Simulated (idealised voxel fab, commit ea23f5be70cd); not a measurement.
Module name: voxel self aligned vias (process module)
We display cut, a cross-section 285 nm in width whose square cells are each 5 nm.
The cross-sections in this document take the form of a grid made of square cells. They are written out as bands, in order from top to bottom. Each band consists of one or more rows of cells.
Basically the band line says how high the top is and how high the bottom is, in nm, and then what's in it from left to right, every material with its width in nm. Empty space shows up as "blank", and if a single material carries "throughout" it runs the full band edge to edge.
Note: height 0 marks the level under which the wafer is uniformly one material as received. Lowest band unbounded below, written "0..down".
The expression "30 to 40" gives the width at the extremes of the band, the first number at its top row of cells and the second at its bottom row, with the width changing by equal amounts from each row to the next in between.
Step marked "identical to before"? Then no cell in the cross-section changed in it.
Listed in "Catalogued sealed voids": every empty space of 8 or more cells without an open way to the top. Form: width x height at distance, the distance being from the left edge, all in nm.
Text after the settings on a step's line: the simulator's own remark on that step.
The "overlay nm" setting may appear on a step's line; for a step that uses a mask, it gives how far to the right of its planned position the mask lay, and a negative value indicates the left.
The following list gives the planned process steps:
1: op RECEIVE | material Si
2: op CONFORMAL_DEP | material SiO2 | thk nm 15
3: op CONFORMAL_DEP | material SiCN | thk nm 5
4: op DIRECTIONAL_DEP | material SiO2 | thk nm 25
5: op DIRECTIONAL_DEP | material aC | thk nm 10
6: op PATTERN | tone open | mask id LINES | material resist | width nm 20 | pitch nm 55 | thk nm 30 | overlay nm 0
7: op DIRECTIONAL_ETCH | etch materials aC | depth nm 10
8: op STRIP | etch materials resist
9: op DIRECTIONAL_ETCH | etch materials SiO2 | depth nm 25
10: op STRIP | etch materials aC
11: op CONFORMAL_DEP | material TiN | thk nm 5
12: op FILL_DEP | material Ru | thk nm 5
13: op CMP | height nm 45
14: op SELECTIVE_ETCH | etch materials W Ru TiN | depth nm 10
15: op FILL_DEP | material SiN | thk nm 10
16: op CMP | height nm 45
17: op DIRECTIONAL_DEP | material SiO2 | thk nm 20
18: op PATTERN | tone open | mask id VIAS | material resist | width nm 30 | pitch nm 55 | thk nm 15 | overlay nm 0
19: op DIRECTIONAL_ETCH | etch materials SiO2 | depth nm 20
20: op DIRECTIONAL_ETCH | etch materials SiN | depth nm 10
21: op STRIP | etch materials resist
22: op CONFORMAL_DEP | material TiN | thk nm 5
23: op FILL_DEP | material W | thk nm 10
24: op CMP | height nm 65
25: op CONFORMAL_DEP | material SiN | thk nm 5
First of two wafers, with the run carried out as planned:
This is the cross-section of the wafer as we received it, i.e. after step 1:
0..down: Si throughout
Catalogued sealed voids: none
The wafer in cross-section once step 2 is complete:
15..0: SiO2 throughout
Below 0, no change.
The wafer in cross-section once step 3 is complete:
20..15: SiCN throughout
Below 15, no change.
The wafer in cross-section once step 4 is complete:
45..20: SiO2 throughout
Below 20, no change.
The wafer in cross-section once step 5 is complete:
55..45: aC throughout
Below 45, no change.
The wafer in cross-section once step 6 is complete:
85..55: 75 nm resist, then 20 nm blank, then 35 nm resist, then 20 nm blank, then 35 nm resist, then 20 nm blank, then 80 nm resist
Below 55, no change.
The wafer in cross-section once step 7 is complete:
75..55: 75 nm resist, then 20 nm blank, then 35 nm resist, then 20 nm blank, then 35 nm resist, then 20 nm blank, then 80 nm resist
55..45: 75 nm aC, then 20 nm blank, then 35 nm aC, then 20 nm blank, then 35 nm aC, then 20 nm blank, then 80 nm aC
Below 45, no change.
The wafer in cross-section once step 8 is complete:
55..45: 75 nm aC, then 20 nm blank, then 35 nm aC, then 20 nm blank, then 35 nm aC, then 20 nm blank, then 80 nm aC
Below 45, no change.
The wafer in cross-section once step 9 is complete:
55..45: 75 nm aC, then 20 nm blank, then 35 nm aC, then 20 nm blank, then 35 nm aC, then 20 nm blank, then 80 nm aC
45..20: 75 nm SiO2, then 20 nm blank, then 35 nm SiO2, then 20 nm blank, then 35 nm SiO2, then 20 nm blank, then 80 nm SiO2
Below 20, no change.
The wafer in cross-section once step 10 is complete:
45..20: 75 nm SiO2, then 20 nm blank, then 35 nm SiO2, then 20 nm blank, then 35 nm SiO2, then 20 nm blank, then 80 nm SiO2
Below 20, no change.
The wafer in cross-section once step 11 is complete:
50..45: 80 nm TiN, then 10 nm blank, then 45 nm TiN, then 10 nm blank, then 45 nm TiN, then 10 nm blank, then 85 nm TiN
45..25: 75 nm SiO2, then 5 nm TiN, then 10 nm blank, then 5 nm TiN, then 35 nm SiO2, then 5 nm TiN, then 10 nm blank, then 5 nm TiN, then 35 nm SiO2, then 5 nm TiN, then 10 nm blank, then 5 nm TiN, then 80 nm SiO2
25..20: 75 nm SiO2, then 20 nm TiN, then 35 nm SiO2, then 20 nm TiN, then 35 nm SiO2, then 20 nm TiN, then 80 nm SiO2
Below 20, no change.
The wafer in cross-section once step 12 is complete:
55..50: Ru throughout
50..45: 80 nm TiN, then 10 nm Ru, then 45 nm TiN, then 10 nm Ru, then 45 nm TiN, then 10 nm Ru, then 85 nm TiN
45..25: 75 nm SiO2, then 5 nm TiN, then 10 nm Ru, then 5 nm TiN, then 35 nm SiO2, then 5 nm TiN, then 10 nm Ru, then 5 nm TiN, then 35 nm SiO2, then 5 nm TiN, then 10 nm Ru, then 5 nm TiN, then 80 nm SiO2
Below 25, no change.
The wafer in cross-section once step 13 is complete:
45..25: 75 nm SiO2, then 5 nm TiN, then 10 nm Ru, then 5 nm TiN, then 35 nm SiO2, then 5 nm TiN, then 10 nm Ru, then 5 nm TiN, then 35 nm SiO2, then 5 nm TiN, then 10 nm Ru, then 5 nm TiN, then 80 nm SiO2
Below 25, no change.
The wafer in cross-section once step 14 is complete:
45..35: 75 nm SiO2, then 20 nm blank, then 35 nm SiO2, then 20 nm blank, then 35 nm SiO2, then 20 nm blank, then 80 nm SiO2
Below 35, no change.
The wafer in cross-section once step 15 is complete:
55..45: SiN throughout
45..35: 75 nm SiO2, then 20 nm SiN, then 35 nm SiO2, then 20 nm SiN, then 35 nm SiO2, then 20 nm SiN, then 80 nm SiO2
Below 35, no change.
The wafer in cross-section once step 16 is complete:
45..35: 75 nm SiO2, then 20 nm SiN, then 35 nm SiO2, then 20 nm SiN, then 35 nm SiO2, then 20 nm SiN, then 80 nm SiO2
Below 35, no change.
The wafer in cross-section once step 17 is complete:
65..45: SiO2 throughout
Below 45, no change.
The wafer in cross-section once step 18 is complete:
80..65: 70 nm resist, then 30 nm blank, then 25 nm resist, then 30 nm blank, then 25 nm resist, then 30 nm blank, then 75 nm resist
Below 65, no change.
The wafer in cross-section once step 19 is complete:
80..65: 70 nm resist, then 30 nm blank, then 25 nm resist, then 30 nm blank, then 25 nm resist, then 30 nm blank, then 75 nm resist
65..45: 70 nm SiO2, then 30 nm blank, then 25 nm SiO2, then 30 nm blank, then 25 nm SiO2, then 30 nm blank, then 75 nm SiO2
Below 45, no change.
The wafer in cross-section once step 20 is complete:
80..65: 70 nm resist, then 30 nm blank, then 25 nm resist, then 30 nm blank, then 25 nm resist, then 30 nm blank, then 75 nm resist
65..45: 70 nm SiO2, then 30 nm blank, then 25 nm SiO2, then 30 nm blank, then 25 nm SiO2, then 30 nm blank, then 75 nm SiO2
45..35: 75 nm SiO2, then 20 nm blank, then 35 nm SiO2, then 20 nm blank, then 35 nm SiO2, then 20 nm blank, then 80 nm SiO2
Below 35, no change.
The wafer in cross-section once step 21 is complete:
65..45: 70 nm SiO2, then 30 nm blank, then 25 nm SiO2, then 30 nm blank, then 25 nm SiO2, then 30 nm blank, then 75 nm SiO2
Below 45, no change.
The wafer in cross-section once step 22 is complete:
70..65: 75 nm TiN, then 20 nm blank, then 35 nm TiN, then 20 nm blank, then 35 nm TiN, then 20 nm blank, then 80 nm TiN
65..50: 70 nm SiO2, then 5 nm TiN, then 20 nm blank, then 5 nm TiN, then 25 nm SiO2, then 5 nm TiN, then 20 nm blank, then 5 nm TiN, then 25 nm SiO2, then 5 nm TiN, then 20 nm blank, then 5 nm TiN, then 75 nm SiO2
50..40: 70 to 75 nm SiO2, then 10 to 5 nm TiN, then 10 nm blank, then 10 to 5 nm TiN, then 25 to 35 nm SiO2, then 10 to 5 nm TiN, then 10 nm blank, then 10 to 5 nm TiN, then 25 to 35 nm SiO2, then 10 to 5 nm TiN, then 10 nm blank, then 10 to 5 nm TiN, then 75 to 80 nm SiO2
40..35: 75 nm SiO2, then 20 nm TiN, then 35 nm SiO2, then 20 nm TiN, then 35 nm SiO2, then 20 nm TiN, then 80 nm SiO2
Below 35, no change.
The wafer in cross-section once step 23 is complete:
80..70: W throughout
70..65: 75 nm TiN, then 20 nm W, then 35 nm TiN, then 20 nm W, then 35 nm TiN, then 20 nm W, then 80 nm TiN
65..50: 70 nm SiO2, then 5 nm TiN, then 20 nm W, then 5 nm TiN, then 25 nm SiO2, then 5 nm TiN, then 20 nm W, then 5 nm TiN, then 25 nm SiO2, then 5 nm TiN, then 20 nm W, then 5 nm TiN, then 75 nm SiO2
50..40: 70 to 75 nm SiO2, then 10 to 5 nm TiN, then 10 nm W, then 10 to 5 nm TiN, then 25 to 35 nm SiO2, then 10 to 5 nm TiN, then 10 nm W, then 10 to 5 nm TiN, then 25 to 35 nm SiO2, then 10 to 5 nm TiN, then 10 nm W, then 10 to 5 nm TiN, then 75 to 80 nm SiO2
Below 40, no change.
The wafer in cross-section once step 24 is complete:
65..50: 70 nm SiO2, then 5 nm TiN, then 20 nm W, then 5 nm TiN, then 25 nm SiO2, then 5 nm TiN, then 20 nm W, then 5 nm TiN, then 25 nm SiO2, then 5 nm TiN, then 20 nm W, then 5 nm TiN, then 75 nm SiO2
Below 50, no change.
The wafer in cross-section once step 25 is complete:
70..65: SiN throughout
Below 65, no change.
Wafer two. Identical start, identical plan. One mistake in execution. Identical history through step 19:
Cross-sectional representation of the second wafer at the time designated in the plan for the completion of step 20:
80..65: 70 nm resist, then 30 nm blank, then 25 nm resist, then 30 nm blank, then 25 nm resist, then 30 nm blank, then 75 nm resist
65..45: 70 nm SiO2, then 30 nm blank, then 25 nm SiO2, then 30 nm blank, then 25 nm SiO2, then 30 nm blank, then 75 nm SiO2
45..40: 75 nm SiO2, then 20 nm blank, then 35 nm SiO2, then 20 nm blank, then 35 nm SiO2, then 20 nm blank, then 80 nm SiO2
Below 40, no change.
Cross-sectional representation of the second wafer at the time designated in the plan for the completion of step 21:
65..45: 70 nm SiO2, then 30 nm blank, then 25 nm SiO2, then 30 nm blank, then 25 nm SiO2, then 30 nm blank, then 75 nm SiO2
Below 45, no change.
Cross-sectional representation of the second wafer at the time designated in the plan for the completion of step 22:
70..65: 75 nm TiN, then 20 nm blank, then 35 nm TiN, then 20 nm blank, then 35 nm TiN, then 20 nm blank, then 80 nm TiN
65..50: 70 nm SiO2, then 5 nm TiN, then 20 nm blank, then 5 nm TiN, then 25 nm SiO2, then 5 nm TiN, then 20 nm blank, then 5 nm TiN, then 25 nm SiO2, then 5 nm TiN, then 20 nm blank, then 5 nm TiN, then 75 nm SiO2
50..45: 70 nm SiO2, then 10 nm TiN, then 10 nm blank, then 10 nm TiN, then 25 nm SiO2, then 10 nm TiN, then 10 nm blank, then 10 nm TiN, then 25 nm SiO2, then 10 nm TiN, then 10 nm blank, then 10 nm TiN, then 75 nm SiO2
45..40: 75 nm SiO2, then 20 nm TiN, then 35 nm SiO2, then 20 nm TiN, then 35 nm SiO2, then 20 nm TiN, then 80 nm SiO2
Below 40, no change.
Cross-sectional representation of the second wafer at the time designated in the plan for the completion of step 23:
80..70: W throughout
70..65: 75 nm TiN, then 20 nm W, then 35 nm TiN, then 20 nm W, then 35 nm TiN, then 20 nm W, then 80 nm TiN
65..50: 70 nm SiO2, then 5 nm TiN, then 20 nm W, then 5 nm TiN, then 25 nm SiO2, then 5 nm TiN, then 20 nm W, then 5 nm TiN, then 25 nm SiO2, then 5 nm TiN, then 20 nm W, then 5 nm TiN, then 75 nm SiO2
50..45: 70 nm SiO2, then 10 nm TiN, then 10 nm W, then 10 nm TiN, then 25 nm SiO2, then 10 nm TiN, then 10 nm W, then 10 nm TiN, then 25 nm SiO2, then 10 nm TiN, then 10 nm W, then 10 nm TiN, then 75 nm SiO2
Below 45, no change.
Cross-sectional representation of the second wafer at the time designated in the plan for the completion of step 24:
65..50: 70 nm SiO2, then 5 nm TiN, then 20 nm W, then 5 nm TiN, then 25 nm SiO2, then 5 nm TiN, then 20 nm W, then 5 nm TiN, then 25 nm SiO2, then 5 nm TiN, then 20 nm W, then 5 nm TiN, then 75 nm SiO2
Below 50, no change.
Cross-sectional representation of the second wafer at the time designated in the plan for the completion of step 25:
70..65: SiN throughout
Below 65, no change.
what went wrong: step 20 off recipe, ran as op DIRECTIONAL_ETCH | etch materials SiN | depth nm 5
Wafer comparison, final, in cells, second relative to first, materials more or fewer: SiN: 12 more | TiN: 6 fewer | W: 6 fewer
